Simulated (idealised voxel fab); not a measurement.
This section sets out a process module, namely voxel transistor to metal.
Shown is cross-section cut, with a width of 200 nm and square cells of size 5 nm.
In what follows, cross-sections appear as grids of square cells, described through bands that run from the top down, where every band is one or more rows of cells. Basically the band line says how high the top is and how high the bottom is, in nm, and then what's in it from left to right, every material with its width in nm. Empty space shows up as "air", and if a single material carries "throughout" it runs the full band edge to edge. It should be noted that heights are counted from 0, beneath which the wafer as supplied is of one material throughout, and that the lowest band possesses no lower boundary but continues downward, as written in "from 0 down". The expression "30->40" gives the width at the extremes of the band, the first number at its top row of cells and the second at its bottom row, with the width changing by equal amounts from each row to the next in between. Basically "same as before" means that step didn't change any cell in the cross-section. "Closed void roster": empty spaces of 8 cells or more with no open way to the top, each given as width x height at distance, distance from the left edge, all in nm. after a step's settings: what the simulator itself notes on the step. Among the settings permitted on a step's line is "overlay nm"; applied to a step with a mask, it specifies the extent to which the mask lay to the right of its planned position, whereas a negative figure signifies a position to the left.
Steps planned for the process
| 1 | RECEIVE [material Si] |
| 2 | CONFORMAL_DEP [material SiO2] [thk nm 5] |
| 3 | CONFORMAL_DEP [material SiN] [thk nm 15] |
| 4 | DIRECTIONAL_DEP [material aC] [thk nm 10] |
| 5 | PATTERN [tone cover] [mask id ACTIVE] [material resist] [width nm 110] [thk nm 30] [overlay nm 0] |
| 6 | DIRECTIONAL_ETCH [etch materials aC] [depth nm 10] |
| 7 | STRIP [etch materials resist] |
| 8 | DIRECTIONAL_ETCH [etch materials SiN] [depth nm 15] |
| 9 | DIRECTIONAL_ETCH [etch materials SiO2] [depth nm 5] |
| 10 | DIRECTIONAL_ETCH [etch materials Si] [depth nm 30] |
| 11 | STRIP [etch materials aC] |
| 12 | OXIDIZE [depth nm 5] |
| 13 | FILL_DEP [material SiO2] [thk nm 15] |
| 14 | CMP [height nm 20] |
| 15 | SELECTIVE_ETCH [etch materials SiO2] [depth nm 10] |
| 16 | STRIP [etch materials SiN] |
| 17 | SELECTIVE_ETCH [etch materials SiO2] [depth nm 5] |
| 18 | OXIDIZE [depth nm 5] |
| 19 | DIRECTIONAL_DEP [material polySi] [thk nm 25] |
| 20 | DIRECTIONAL_DEP [material SiCN] [thk nm 10] |
| 21 | MASKED_ETCH [tone cover] [mask id GATE] [width nm 15] [etch materials SiCN] [depth nm 20] [overlay nm 0] |
| 22 | MASKED_ETCH [tone cover] [mask id GATE] [width nm 20] [etch materials polySi] [depth nm 35] [overlay nm 0] |
| 23 | CONFORMAL_DEP [material SiO2] [thk nm 5] |
| 24 | DIRECTIONAL_ETCH [etch materials SiO2] [depth nm 5] |
| 25 | CONFORMAL_DEP [material SiN] [thk nm 5] |
| 26 | DIRECTIONAL_ETCH [etch materials SiN] [depth nm 5] |
| 27 | DIRECTIONAL_ETCH [etch materials SiO2] [depth nm 5] |
| 28 | DIRECTIONAL_ETCH [etch materials Si] [depth nm 15] |
| 29 | EPI [material nSi] [thk nm 15] |
| 30 | FILL_DEP [material SiO2] [thk nm 10] |
| 31 | CMP [height nm 35] |
| 32 | DIRECTIONAL_DEP [material SiO2] [thk nm 10] |
| 33 | DIRECTIONAL_DEP [material aC] [thk nm 15] |
| 34 | PATTERN [tone open] [mask id CONTACT] [material resist] [width nm 15] [pitch nm 75] [thk nm 35] [overlay nm 0] |
| 35 | DIRECTIONAL_ETCH [etch materials aC] [depth nm 15] |
| 36 | STRIP [etch materials resist] |
| 37 | DIRECTIONAL_ETCH [etch materials SiO2] [depth nm 50] |
| 38 | STRIP [etch materials aC] |
| 39 | CONFORMAL_DEP [material TiN] [thk nm 5] |
| 40 | FILL_DEP [material Ru] [thk nm 10] |
| 41 | CMP [height nm 45] |
| 42 | DIRECTIONAL_DEP [material TiN] [thk nm 5] |
| 43 | DIRECTIONAL_DEP [material Ru] [thk nm 15] |
| 44 | DIRECTIONAL_DEP [material aC] [thk nm 10] |
| 45 | PATTERN [tone cover] [mask id METAL_1] [material resist] [width nm 15] [pitch nm 75] [thk nm 30] [overlay nm 0] |
| 46 | DIRECTIONAL_ETCH [etch materials aC] [depth nm 10] |
| 47 | STRIP [etch materials resist] |
| 48 | DIRECTIONAL_ETCH [etch materials Ru] [depth nm 15] |
| 49 | DIRECTIONAL_ETCH [etch materials TiN] [depth nm 5] |
| 50 | STRIP [etch materials aC] |
| 51 | FILL_DEP [material SiO2] [thk nm 10] |
| 52 | CMP [height nm 65] |
| 53 | CONFORMAL_DEP [material SiCN] [thk nm 5] |
| 54 | DIRECTIONAL_DEP [material SiO2] [thk nm 30] |
| 55 | DIRECTIONAL_DEP [material aC] [thk nm 15] |
| 56 | PATTERN [tone open] [mask id METAL_2] [material resist] [width nm 15] [pitch nm 75] [thk nm 30] [overlay nm 0] |
| 57 | DIRECTIONAL_ETCH [etch materials aC] [depth nm 15] |
| 58 | STRIP [etch materials resist] |
| 59 | DIRECTIONAL_ETCH [etch materials SiO2] [depth nm 20] |
| 60 | STRIP [etch materials aC] |
| 61 | PATTERN [tone open] [mask id METAL_2_HOLES] [material resist] [width nm 15] [pitch nm 75] [thk nm 20] [overlay nm 0] |
| 62 | DIRECTIONAL_ETCH [etch materials SiO2] [depth nm 10] |
| 63 | DIRECTIONAL_ETCH [etch materials SiCN] [depth nm 5] |
| 64 | STRIP [etch materials resist] |
| 65 | CONFORMAL_DEP [material TiN] [thk nm 5] |
| 66 | FILL_DEP [material Cu] [thk nm 5] |
| 67 | CMP [height nm 100] |
| 68 | CONFORMAL_DEP [material SiN] [thk nm 5] |
Wafers differ in width nm at step 21; plan lists the first wafer's value; identical starting state.
Cross-section of the first of several wafers on receipt, reflecting completion of step 1
	from 0 down | Si throughout
	Closed void roster: none
Module finished, last step 68 done: cross-section of the first of several wafers
	from 105 to 100 | SiN throughout
	from 100 to 70 | SiO2=55, TiN=5, Cu=5, TiN=5, SiO2=60, TiN=5, Cu=5, TiN=5, SiO2=55
	from 70 to 65 | SiCN=55, TiN=15, SiCN=60, TiN=15, SiCN=55
	from 65 to 50 | SiO2=55, Ru=15, SiO2=60, Ru=15, SiO2=55
	from 50 to 45 | SiO2=55, TiN=15, SiO2=60, TiN=15, SiO2=55
	from 45 to 35 | SiO2=55, TiN=5, Ru=5, TiN=5, SiO2=60, TiN=5, Ru=5, TiN=5, SiO2=55
	from 35 to 25 | SiO2=55, TiN=5, Ru=5, TiN=5, SiO2=15, SiN=5, SiO2=5, SiCN=15, SiO2=5, SiN=5, SiO2=10, TiN=5, Ru=5, TiN=5, SiO2=55
	from 25 to 15 | SiO2=55, TiN=5, Ru=5, TiN=5, SiO2=10, SiN=5, SiO2=5, polySi=20, SiO2=5, SiN=5, SiO2=10, TiN=5, Ru=5, TiN=5, SiO2=55
	from 15 to 10 | SiO2=55, TiN=15, SiO2=10, SiN=5, SiO2=5, polySi=20, SiO2=5, SiN=5, SiO2=10, TiN=15, SiO2=55
	from 10 to 5 | SiO2=55, TiN=10, nSi=15, SiN=5, SiO2=5, polySi=20, SiO2=5, SiN=5, nSi=15, TiN=10, SiO2=55
	from 5 to 0 | SiO2=45, SiN=5, SiO2=5, TiN=10, nSi=15, SiN=5, SiO2=5, polySi=20, SiO2=5, SiN=5, nSi=15, TiN=10, SiO2=5, SiN=5, SiO2=45
	from 0 to -5 | SiO2=55, TiN=10, nSi=15, SiO2=40, nSi=15, TiN=10, SiO2=55
	from -5 to -20 | SiO2=50, nSi=30, Si=40, nSi=30, SiO2=50
	from -20 to -35 | SiO2=50, Si=100, SiO2=50
	from -35 down | Si throughout
	Closed void roster: none
At the end of the module, the last of several wafers in cross-section
	from 105 to 100 | SiN throughout
	from 100 to 70 | SiO2=55, TiN=5, Cu=5, TiN=5, SiO2=60, TiN=5, Cu=5, TiN=5, SiO2=55
	from 70 to 65 | SiCN=55, TiN=15, SiCN=60, TiN=15, SiCN=55
	from 65 to 50 | SiO2=55, Ru=15, SiO2=60, Ru=15, SiO2=55
	from 50 to 45 | SiO2=55, TiN=15, SiO2=60, TiN=15, SiO2=55
	from 45 to 35 | SiO2=55, TiN=5, Ru=5, TiN=5, SiO2=60, TiN=5, Ru=5, TiN=5, SiO2=55
	from 35 to 25 | SiO2=55, TiN=5, Ru=5, TiN=5, SiO2=5, SiN=5, SiO2=5, SiCN=35, SiO2=5, SiN=5, TiN=5, Ru=5, TiN=5, SiO2=55
	from 25 to 15 | SiO2=55, TiN=5, Ru=5, TiN=5, SiO2=5, SiN=5, SiO2=5, polySi=35, SiO2=5, SiN=5, TiN=5, Ru=5, TiN=5, SiO2=55
	from 15 to 10 | SiO2=55, TiN=15, SiO2=5, SiN=5, SiO2=5, polySi=35, SiO2=5, SiN=5, TiN=15, SiO2=55
	from 10 to 5 | SiO2=55, TiN=5, nSi=15, SiN=5, SiO2=5, polySi=35, SiO2=5, SiN=5, nSi=15, SiO2=55
	from 5 to 0 | SiO2=45, SiN=5, SiO2=5, TiN=5, nSi=15, SiN=5, SiO2=5, polySi=35, SiO2=5, SiN=5, nSi=15, SiO2=5, SiN=5, SiO2=45
	from 0 to -5 | SiO2=55, TiN=5, nSi=15, SiO2=55, nSi=15, SiO2=55
	from -5 to -20 | SiO2=50, nSi=25, Si=55, nSi=20, SiO2=50
	from -20 to -35 | SiO2=50, Si=100, SiO2=50
	from -35 down | Si throughout
	Closed void roster: none
Wafer rows, end of module: cells per material gained (+) or lost (-) since receipt; closed voids last
width nm 15, +12 Cu, +30 Ru, -196 Si, +40 SiCN, +56 SiN, +746 SiO2, +78 TiN, +54 nSi, +20 polySi, Closed void roster: none
width nm 20, +12 Cu, +30 Ru, -196 Si, +42 SiCN, +56 SiN, +744 SiO2, +78 TiN, +54 nSi, +20 polySi, Closed void roster: none
width nm 25, +12 Cu, +30 Ru, -193 Si, +44 SiCN, +56 SiN, +740 SiO2, +75 TiN, +51 nSi, +25 polySi, Closed void roster: none
width nm 30, +12 Cu, +30 Ru, -190 Si, +46 SiCN, +56 SiN, +736 SiO2, +72 TiN, +48 nSi, +30 polySi, Closed void roster: none
width nm 35, +12 Cu, +30 Ru, -187 Si, +48 SiCN, +56 SiN, +732 SiO2, +69 TiN, +45 nSi, +35 polySi, Closed void roster: none
